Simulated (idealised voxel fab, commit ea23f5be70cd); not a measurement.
Proc. module: voxel capacitor over wiring
The figure presents cross-section cut, which has a width of 240 nm and is divided into square cells with an edge length of 5 nm.
A cross-section in this document is a grid of square cells, and it is written down as bands, the top band listed before the ones below it; a band is made up of one or more rows of cells. The band entry comprises the height of the band's top followed by the height of its bottom, expressed in nm, and subsequently the band's materials from left to right, each stated together with its width in nm. Where a single material is marked with the word "full width", that material fills the band from edge to edge. The word "air" represents empty space. The level at which height equals 0 is the one under which the wafer, as it arrives, is entirely one material. No lower edge exists for the bottom band, which continues downward and is notated as in "0 and below". With a width like "30..40", each row of cells in the band differs from the next by the same amount, the top row carrying the first number and the bottom row the second. Step marked "no modifications"? Then no cell in the cross-section changed in it. Empty spaces counting at least 8 cells and having no open way to the top are listed in "Closed voids list". The notation width x height at distance is used for each, the distance being from the left edge and all three values in nm. On a step's line, text after the settings is the simulator commenting on that step. overlay nm: mask offset rightward from planned place, masked step; negative means leftward offset.

Set out below are the planned steps of the process:
- 1: RECEIVE, material Si
- 2: CONFORMAL_DEP, material SiO2, thk nm 15
- 3: DIRECTIONAL_DEP, material TiN, thk nm 5
- 4: DIRECTIONAL_DEP, material Ru, thk nm 15
- 5: DIRECTIONAL_DEP, material aC, thk nm 10
- 6: PATTERN, tone cover, mask id METAL_1, material resist, width nm 25, pitch nm 75, thk nm 25, overlay nm 0
- 7: DIRECTIONAL_ETCH, etch materials aC, depth nm 10
- 8: STRIP, etch materials resist
- 9: DIRECTIONAL_ETCH, etch materials Ru, depth nm 15
- 10: DIRECTIONAL_ETCH, etch materials TiN, depth nm 5
- 11: STRIP, etch materials aC
- 12: FILL_DEP, material SiO2, thk nm 10
- 13: CMP, height nm 35
- 14: CONFORMAL_DEP, material SiCN, thk nm 5
- 15: DIRECTIONAL_DEP, material SiO2, thk nm 20
- 16: MASKED_ETCH, tone open, mask id PLUG_1, width nm 15, etch materials SiO2, depth nm 20, overlay nm 0
- 17: MASKED_ETCH, tone open, mask id PLUG_1, width nm 15, etch materials SiCN, depth nm 5, overlay nm 0
- 18: EPI, material Ru, thk nm 10
- 19: EPI, material Ru, thk nm 10
- 20: EPI, material Ru, thk nm 5
- 21: DIRECTIONAL_DEP, material TiN, thk nm 10
- 22: DIRECTIONAL_DEP, material SiN, thk nm 5
- 23: DIRECTIONAL_DEP, material TiN, thk nm 10
- 24: DIRECTIONAL_DEP, material aC, thk nm 15
- 25: PATTERN, tone cover, mask id UPPER_PLATE, material resist, width nm 55, thk nm 30, overlay nm 0
- 26: DIRECTIONAL_ETCH, etch materials aC, depth nm 15
- 27: STRIP, etch materials resist
- 28: DIRECTIONAL_ETCH, etch materials TiN, depth nm 10
- 29: DIRECTIONAL_ETCH, etch materials SiN, depth nm 5
- 30: STRIP, etch materials aC
- 31: DIRECTIONAL_DEP, material aC, thk nm 15
- 32: PATTERN, tone cover, mask id LOWER_PLATE, material resist, width nm 65, thk nm 30, overlay nm 0
- 33: DIRECTIONAL_ETCH, etch materials aC, depth nm 15
- 34: STRIP, etch materials resist
- 35: DIRECTIONAL_ETCH, etch materials TiN, depth nm 10
- 36: STRIP, etch materials aC
- 37: FILL_DEP, material SiO2, thk nm 15
- 38: CMP, height nm 95
- 39: DIRECTIONAL_DEP, material aC, thk nm 10
- 40: PATTERN, tone open, mask id PLUG_2, material resist, width nm 15, thk nm 30, overlay nm 0
- 41: DIRECTIONAL_ETCH, etch materials aC, depth nm 10
- 42: STRIP, etch materials resist
- 43: DIRECTIONAL_ETCH, etch materials SiO2, depth nm 10
- 44: STRIP, etch materials aC
- 45: CONFORMAL_DEP, material TiN, thk nm 5
- 46: FILL_DEP, material Cu, thk nm 5
- 47: CMP, height nm 95
- 48: CONFORMAL_DEP, material SiN, thk nm 5

Of two wafers, the first: run according to plan:

Wafer at receipt (post step 1), cross-section:
    0 and below  Si full width
    Closed voids list: none

Cross-section of the wafer subsequent to step 2:
    15 down to 0  SiO2 full width
    Whatever lies below 0 is exactly as it was before.

Cross-section of the wafer subsequent to step 3:
    20 down to 15  TiN full width
    Whatever lies below 15 is exactly as it was before.

Cross-section of the wafer subsequent to step 4:
    35 down to 20  Ru full width
    Whatever lies below 20 is exactly as it was before.

Cross-section of the wafer subsequent to step 5:
    45 down to 35  aC full width
    Whatever lies below 35 is exactly as it was before.

Cross-section of the wafer subsequent to step 6:
    70 down to 45  70 nm air | 25 nm resist | 50 nm air | 25 nm resist | 70 nm air
    Whatever lies below 45 is exactly as it was before.

Cross-section of the wafer subsequent to step 7:
    60 down to 45  70 nm air | 25 nm resist | 50 nm air | 25 nm resist | 70 nm air
    45 down to 35  70 nm air | 25 nm aC | 50 nm air | 25 nm aC | 70 nm air
    Whatever lies below 35 is exactly as it was before.

Cross-section of the wafer subsequent to step 8:
    45 down to 35  70 nm air | 25 nm aC | 50 nm air | 25 nm aC | 70 nm air
    Whatever lies below 35 is exactly as it was before.

Cross-section of the wafer subsequent to step 9:
    45 down to 35  70 nm air | 25 nm aC | 50 nm air | 25 nm aC | 70 nm air
    35 down to 20  70 nm air | 25 nm Ru | 50 nm air | 25 nm Ru | 70 nm air
    Whatever lies below 20 is exactly as it was before.

Cross-section of the wafer subsequent to step 10:
    45 down to 35  70 nm air | 25 nm aC | 50 nm air | 25 nm aC | 70 nm air
    35 down to 20  70 nm air | 25 nm Ru | 50 nm air | 25 nm Ru | 70 nm air
    20 down to 15  70 nm air | 25 nm TiN | 50 nm air | 25 nm TiN | 70 nm air
    Whatever lies below 15 is exactly as it was before.

Cross-section of the wafer subsequent to step 11:
    35 down to 20  70 nm air | 25 nm Ru | 50 nm air | 25 nm Ru | 70 nm air
    Whatever lies below 20 is exactly as it was before.

Cross-section of the wafer subsequent to step 12:
    45 down to 35  SiO2 full width
    35 down to 20  70 nm SiO2 | 25 nm Ru | 50 nm SiO2 | 25 nm Ru | 70 nm SiO2
    20 down to 15  70 nm SiO2 | 25 nm TiN | 50 nm SiO2 | 25 nm TiN | 70 nm SiO2
    Whatever lies below 15 is exactly as it was before.

Cross-section of the wafer subsequent to step 13:
    35 down to 20  70 nm SiO2 | 25 nm Ru | 50 nm SiO2 | 25 nm Ru | 70 nm SiO2
    Whatever lies below 20 is exactly as it was before.

Cross-section of the wafer subsequent to step 14:
    40 down to 35  SiCN full width
    Whatever lies below 35 is exactly as it was before.

Cross-section of the wafer subsequent to step 15:
    60 down to 40  SiO2 full width
    Whatever lies below 40 is exactly as it was before.

Cross-section of the wafer subsequent to step 16:
    60 down to 40  80 nm SiO2 | 15 nm air | 145 nm SiO2
    Whatever lies below 40 is exactly as it was before.

Cross-section of the wafer subsequent to step 17:
    60 down to 40  80 nm SiO2 | 15 nm air | 145 nm SiO2
    40 down to 35  80 nm SiCN | 15 nm air | 145 nm SiCN
    Whatever lies below 35 is exactly as it was before.

Cross-section of the wafer subsequent to step 18:
    60 down to 45  80 nm SiO2 | 15 nm air | 145 nm SiO2
    45 down to 40  80 nm SiO2 | 15 nm Ru | 145 nm SiO2
    40 down to 35  80 nm SiCN | 15 nm Ru | 145 nm SiCN
    Whatever lies below 35 is exactly as it was before.

Cross-section of the wafer subsequent to step 19:
    60 down to 55  80 nm SiO2 | 15 nm air | 145 nm SiO2
    55 down to 40  80 nm SiO2 | 15 nm Ru | 145 nm SiO2
    Whatever lies below 40 is exactly as it was before.

Cross-section of the wafer subsequent to step 20:
    60 down to 40  80 nm SiO2 | 15 nm Ru | 145 nm SiO2
    Whatever lies below 40 is exactly as it was before.

Cross-section of the wafer subsequent to step 21:
    70 down to 60  TiN full width
    Whatever lies below 60 is exactly as it was before.

Cross-section of the wafer subsequent to step 22:
    75 down to 70  SiN full width
    Whatever lies below 70 is exactly as it was before.

Cross-section of the wafer subsequent to step 23:
    85 down to 75  TiN full width
    Whatever lies below 75 is exactly as it was before.

Cross-section of the wafer subsequent to step 24:
    100 down to 85  aC full width
    Whatever lies below 85 is exactly as it was before.

Cross-section of the wafer subsequent to step 25:
    130 down to 100  80 nm air | 55 nm resist | 105 nm air
    Whatever lies below 100 is exactly as it was before.

Cross-section of the wafer subsequent to step 26:
    115 down to 100  80 nm air | 55 nm resist | 105 nm air
    100 down to 85  80 nm air | 55 nm aC | 105 nm air
    Whatever lies below 85 is exactly as it was before.

Cross-section of the wafer subsequent to step 27:
    100 down to 85  80 nm air | 55 nm aC | 105 nm air
    Whatever lies below 85 is exactly as it was before.

Cross-section of the wafer subsequent to step 28:
    100 down to 85  80 nm air | 55 nm aC | 105 nm air
    85 down to 75  80 nm air | 55 nm TiN | 105 nm air
    Whatever lies below 75 is exactly as it was before.

Cross-section of the wafer subsequent to step 29:
    100 down to 85  80 nm air | 55 nm aC | 105 nm air
    85 down to 75  80 nm air | 55 nm TiN | 105 nm air
    75 down to 70  80 nm air | 55 nm SiN | 105 nm air
    Whatever lies below 70 is exactly as it was before.

Cross-section of the wafer subsequent to step 30:
    85 down to 75  80 nm air | 55 nm TiN | 105 nm air
    Whatever lies below 75 is exactly as it was before.

Cross-section of the wafer subsequent to step 31:
    100 down to 85  80 nm air | 55 nm aC | 105 nm air
    85 down to 75  80 nm aC | 55 nm TiN | 105 nm aC
    75 down to 70  80 nm aC | 55 nm SiN | 105 nm aC
    Whatever lies below 70 is exactly as it was before.

Cross-section of the wafer subsequent to step 32:
    130 down to 100  75 nm air | 65 nm resist | 100 nm air
    100 down to 85  75 nm air | 5 nm resist | 55 nm aC | 5 nm resist | 100 nm air
    Whatever lies below 85 is exactly as it was before.

Cross-section of the wafer subsequent to step 33:
    115 down to 100  75 nm air | 65 nm resist | 100 nm air
    100 down to 85  75 nm air | 5 nm resist | 55 nm aC | 5 nm resist | 100 nm air
    85 down to 75  75 nm air | 5 nm aC | 55 nm TiN | 5 nm aC | 100 nm air
    75 down to 70  75 nm air | 5 nm aC | 55 nm SiN | 5 nm aC | 100 nm air
    Whatever lies below 70 is exactly as it was before.

Cross-section of the wafer subsequent to step 34:
    100 down to 85  80 nm air | 55 nm aC | 105 nm air
    Whatever lies below 85 is exactly as it was before.

Cross-section of the wafer subsequent to step 35:
    100 down to 85  80 nm air | 55 nm aC | 105 nm air
    85 down to 75  75 nm air | 5 nm aC | 55 nm TiN | 5 nm aC | 100 nm air
    75 down to 70  75 nm air | 5 nm aC | 55 nm SiN | 5 nm aC | 100 nm air
    70 down to 60  75 nm air | 65 nm TiN | 100 nm air
    Whatever lies below 60 is exactly as it was before.

Cross-section of the wafer subsequent to step 36:
    85 down to 75  80 nm air | 55 nm TiN | 105 nm air
    75 down to 70  80 nm air | 55 nm SiN | 105 nm air
    Whatever lies below 70 is exactly as it was before.

Cross-section of the wafer subsequent to step 37:
    100 down to 85  SiO2 full width
    85 down to 75  80 nm SiO2 | 55 nm TiN | 105 nm SiO2
    75 down to 70  80 nm SiO2 | 55 nm SiN | 105 nm SiO2
    70 down to 60  75 nm SiO2 | 65 nm TiN | 100 nm SiO2
    Whatever lies below 60 is exactly as it was before.

Cross-section of the wafer subsequent to step 38:
    95 down to 85  SiO2 full width
    Whatever lies below 85 is exactly as it was before.

Cross-section of the wafer subsequent to step 39:
    105 down to 95  aC full width
    Whatever lies below 95 is exactly as it was before.

Cross-section of the wafer subsequent to step 40:
    135 down to 105  90 nm resist | 15 nm air | 135 nm resist
    Whatever lies below 105 is exactly as it was before.

Cross-section of the wafer subsequent to step 41:
    125 down to 105  90 nm resist | 15 nm air | 135 nm resist
    105 down to 95  90 nm aC | 15 nm air | 135 nm aC
    Whatever lies below 95 is exactly as it was before.

Cross-section of the wafer subsequent to step 42:
    105 down to 95  90 nm aC | 15 nm air | 135 nm aC
    Whatever lies below 95 is exactly as it was before.

Cross-section of the wafer subsequent to step 43:
    105 down to 95  90 nm aC | 15 nm air | 135 nm aC
    95 down to 85  90 nm SiO2 | 15 nm air | 135 nm SiO2
    Whatever lies below 85 is exactly as it was before.

Cross-section of the wafer subsequent to step 44:
    95 down to 85  90 nm SiO2 | 15 nm air | 135 nm SiO2
    Whatever lies below 85 is exactly as it was before.

Cross-section of the wafer subsequent to step 45:
    100 down to 95  95 nm TiN | 5 nm air | 140 nm TiN
    95 down to 90  90 nm SiO2 | 5 nm TiN | 5 nm air | 5 nm TiN | 135 nm SiO2
    90 down to 85  90 nm SiO2 | 15 nm TiN | 135 nm SiO2
    Whatever lies below 85 is exactly as it was before.

Cross-section of the wafer subsequent to step 46:
    105 down to 100  Cu full width
    100 down to 95  95 nm TiN | 5 nm Cu | 140 nm TiN
    95 down to 90  90 nm SiO2 | 5 nm TiN | 5 nm Cu | 5 nm TiN | 135 nm SiO2
    Whatever lies below 90 is exactly as it was before.

Cross-section of the wafer subsequent to step 47:
    95 down to 90  90 nm SiO2 | 5 nm TiN | 5 nm Cu | 5 nm TiN | 135 nm SiO2
    Whatever lies below 90 is exactly as it was before.

Cross-section of the wafer subsequent to step 48:
    100 down to 95  SiN full width
    Whatever lies below 95 is exactly as it was before.

Wafer two. Identical start, identical plan. One mistake in execution. Identical history through step 39:

Second wafer cross-section, taken as of the time the plan sets for step 40 to be done:
    135 down to 105  90 nm air | 15 nm resist | 135 nm air
    Whatever lies below 105 is exactly as it was before.

Second wafer cross-section, taken as of the time the plan sets for step 41 to be done:
    125 down to 105  90 nm air | 15 nm resist | 135 nm air
    105 down to 95  90 nm air | 15 nm aC | 135 nm air
    Whatever lies below 95 is exactly as it was before.

Second wafer cross-section, taken as of the time the plan sets for step 42 to be done:
    105 down to 95  90 nm air | 15 nm aC | 135 nm air
    Whatever lies below 95 is exactly as it was before.

Second wafer cross-section, taken as of the time the plan sets for step 43 to be done:
    105 down to 95  90 nm air | 15 nm aC | 135 nm air
    95 down to 85  90 nm air | 15 nm SiO2 | 135 nm air
    Whatever lies below 85 is exactly as it was before.

Second wafer cross-section, taken as of the time the plan sets for step 44 to be done:
    95 down to 85  90 nm air | 15 nm SiO2 | 135 nm air
    Whatever lies below 85 is exactly as it was before.

Second wafer cross-section, taken as of the time the plan sets for step 45 to be done:
    100 down to 95  85 nm air | 25 nm TiN | 130 nm air
    95 down to 90  85 nm air | 5 nm TiN | 15 nm SiO2 | 5 nm TiN | 130 nm air
    90 down to 85  90 nm TiN | 15 nm SiO2 | 135 nm TiN
    Whatever lies below 85 is exactly as it was before.

Second wafer cross-section, taken as of the time the plan sets for step 46 to be done:
    105 down to 100  Cu full width
    100 down to 95  85 nm Cu | 25 nm TiN | 130 nm Cu
    95 down to 90  85 nm Cu | 5 nm TiN | 15 nm SiO2 | 5 nm TiN | 130 nm Cu
    Whatever lies below 90 is exactly as it was before.

Second wafer cross-section, taken as of the time the plan sets for step 47 to be done:
    95 down to 90  85 nm Cu | 5 nm TiN | 15 nm SiO2 | 5 nm TiN | 130 nm Cu
    Whatever lies below 90 is exactly as it was before.

Second wafer cross-section, taken as of the time the plan sets for step 48 to be done:
    100 down to 95  SiN full width
    Whatever lies below 95 is exactly as it was before.
Plan not followed: note that step 40 departed from the planned setting and was carried out as PATTERN, tone cover, mask id PLUG_2, material resist, width nm 15, thk nm 30, overlay nm 0
The final cell counts differ between the wafers, with the second having more or fewer of some materials than the first: Cu: 42 more | SiO2: 84 fewer | TiN: 42 more
